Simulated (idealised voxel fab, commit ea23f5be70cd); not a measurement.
Herein follows the process module entitled voxel spacer lines.
Cross-sectional view cut (width: 300 nm; square cell size: 5 nm).
Cross-section spec: square-cell grid; bands listed top down; each band is one or more rows. Band entry format. Leading values: height of top, height of bottom, nm. Remainder: materials in left-to-right order, each with its width in nm. Special words: "everywhere" on a single material, which then fills the band edge to edge; "blank", empty space. Heights are expressed relative to 0, this being the level below which the as-received wafer comprises one material exclusively. The lowest band is unbounded in the downward direction and is denoted as in "from 0 down". The width entry "30..40" should be interpreted row by row: the top row of cells in the band takes the first number, the bottom row takes the second number, and the change between adjacent rows is uniform throughout. You'll sometimes find "same as before" written for a step, and that's the way of saying that nowhere in the cross-section did a cell change during that step. What "Sealed void inventory" gives you is every empty space of 8 cells or more that is cut off from the top. Each appears as width x height at distance, with the distance taken from the left edge and width, height and distance all in nm. Formally, on a step line, whatever follows the settings is a remark that the simulator itself makes on the step. The "overlay nm" setting may appear on a step's line; for a step that uses a mask, it gives how far to the right of its planned position the mask lay, and a negative value indicates the left.
[Listed below are the process steps as planned]
- 1: RECEIVE | material Si
- 2: CONFORMAL_DEP | material SiO2 | thk nm 10
- 3: DIRECTIONAL_DEP | material polySi | thk nm 15
- 4: DIRECTIONAL_DEP | material aC | thk nm 25
- 5: PATTERN | tone cover | mask id MANDREL | material resist | width nm 15 | pitch nm 50 | thk nm 30 | overlay nm 0
- 6: DIRECTIONAL_ETCH | etch materials aC | depth nm 25
- 7: STRIP | etch materials resist
- 8: CONFORMAL_DEP | material SiN | thk nm 10
- 9: DIRECTIONAL_ETCH | etch materials SiN | depth nm 10
- 10: STRIP | etch materials aC
- 11: DIRECTIONAL_ETCH | etch materials polySi | depth nm 15
- 12: STRIP | etch materials SiN
- 13: FILL_DEP | material lowk | thk nm 5
- 14: CMP | height nm 25
The wafers in this document start out alike and differ in the width nm applied at step 5; the plan shows the value used for the first wafer.
[Step 1 complete: as-received cross-section of the first of several wafers]
  from 0 down = Si everywhere
  Sealed void inventory: none
[The first of several wafers, seen in cross-section after the module's last step, step 14]
  from 25 to 10 = 105 of lowk; 10 of polySi; 15 of lowk; 10 of polySi; 15 of lowk; 10 of polySi; 15 of lowk; 10 of polySi; 110 of lowk
  from 10 to 0 = SiO2 everywhere
  from 0 down = Si everywhere
  Sealed void inventory: none
[Here we cross-sectioned the last of the wafers once the module was done]
  from 25 to 10 = 100 of lowk; 10 of polySi; 30 of lowk; 20 of polySi; 30 of lowk; 10 of polySi; 100 of lowk
  from 10 to 0 = SiO2 everywhere
  from 0 down = Si everywhere
  Sealed void inventory: none
[For your reference, the table is organized with a row per wafer; each row reflects the wafer at the end of the module, indicating for each material the cells gained (+) or lost (-) since receipt, and thereafter its closed voids]
width nm 15, +120 SiO2, +156 lowk, +24 polySi, Sealed void inventory: none
width nm 20, +120 SiO2, +156 lowk, +24 polySi, Sealed void inventory: none
width nm 25, +120 SiO2, +156 lowk, +24 polySi, Sealed void inventory: none
width nm 30, +120 SiO2, +156 lowk, +24 polySi, Sealed void inventory: none
